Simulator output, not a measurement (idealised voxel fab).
Module name: voxel self aligned contacts (process module)
Square cells of 5 nm make up the cross-section cut, whose width is 295 nm.
Cross-section spec: square-cell grid; bands listed top down; each band is one or more rows.
Per band: top height and bottom height in nm, followed by the left-to-right materials and their widths in nm; "full width" marks a single material spanning edge to edge, "blank" marks empty space.
Height 0 is the level under which the wafer as received is all one material. The lowest band goes on downwards, as in "0 and below".
A two-number width, for instance "30 to 40", indicates that the width is equal to the first number in the top row of the band and to the second number in the bottom row, and that it changes by a constant amount per row of cells.
Step note "no alteration" = no cross-section cell changed.
Voids not open to the top, 8 cells minimum: see "Closed empty spaces". Written width x height at distance; distance is from the left edge; nm.
Formally, on a step line, whatever follows the settings is a remark that the simulator itself makes on the step.
Steps that use a mask can have "overlay nm" on their line. It says how far the mask sat to the right of where it was meant to be. Negative means to the left.

### plan
1: RECEIVE [material Si]
2: CONFORMAL_DEP [material SiO2] [thk nm 5]
3: DIRECTIONAL_DEP [material polySi] [thk nm 20]
4: DIRECTIONAL_DEP [material SiN] [thk nm 20]
5: DIRECTIONAL_DEP [material aC] [thk nm 10]
6: PATTERN [tone cover] [mask id GATE] [material resist] [width nm 30] [pitch nm 75] [thk nm 25] [overlay nm 0]
7: DIRECTIONAL_ETCH [etch materials aC] [depth nm 10]
8: STRIP [etch materials resist]
9: DIRECTIONAL_ETCH [etch materials SiN] [depth nm 20]
10: DIRECTIONAL_ETCH [etch materials polySi] [depth nm 20]
11: STRIP [etch materials aC]
12: CONFORMAL_DEP [material SiN] [thk nm 10]
13: DIRECTIONAL_ETCH [etch materials SiN] [depth nm 10]
14: FILL_DEP [material SiO2] [thk nm 20]
15: CMP [height nm 55]
16: DIRECTIONAL_DEP [material aC] [thk nm 15]
17: PATTERN [tone open] [mask id CONTACT] [material resist] [width nm 55] [thk nm 30] [overlay nm 0]
18: DIRECTIONAL_ETCH [etch materials aC] [depth nm 15]
19: STRIP [etch materials resist]
20: DIRECTIONAL_ETCH [etch materials SiO2] [depth nm 55]
21: STRIP [etch materials aC]
22: CONFORMAL_DEP [material TiN] [thk nm 5]
23: FILL_DEP [material W] [thk nm 5]
24: CMP [height nm 55]
25: CONFORMAL_DEP [material SiN] [thk nm 5]

### Received-state cross-section, reflecting completion of step 1
  0 and below | Si full width
  Closed empty spaces: none

### First of two wafers: cross-section at end of module, run per plan
  60 down to 55 | SiN full width
  55 down to 45 | SiO2 120; TiN 5 to 20; W 45 to 15; TiN 5 to 20; SiO2 120
  45 down to 25 | SiO2 85; SiN 50; TiN 5; W 15; TiN 5; SiN 50; SiO2 85
  25 down to 5 | SiO2 85; SiN 10; polySi 30; SiN 10; TiN 5; W 15; TiN 5; SiN 10; polySi 30; SiN 10; SiO2 85
  5 down to 0 | SiO2 135; TiN 25; SiO2 135
  0 and below | Si full width
  Closed empty spaces: none

### Now the second wafer, cross-sectioned at the end of the module. Nothing different at the start, nothing different in the plan compared with the first, just one mistake when it was actually run
  60 down to 55 | SiN full width
  55 down to 45 | SiO2 120; TiN 5 to 30; W 45 to 15; TiN 5 to 10; SiO2 120
  45 down to 25 | SiO2 95; SiN 50; TiN 5; W 15; TiN 5; SiN 50; SiO2 75
  25 down to 5 | SiO2 95; SiN 10; polySi 30; SiN 10; TiN 5; W 15; TiN 5; SiN 10; polySi 30; SiN 10; SiO2 75
  5 down to 0 | SiO2 145; TiN 25; SiO2 125
  0 and below | Si full width
  Closed empty spaces: none
Where did the run depart from the plan? step 6 changed vs plan, executed as PATTERN [tone cover] [mask id GATE] [material resist] [width nm 30] [pitch nm 75] [thk nm 25] [overlay nm 10]
Tallied in cells, the final second wafer holds each material in the same quantity as the first, although not at the same places.
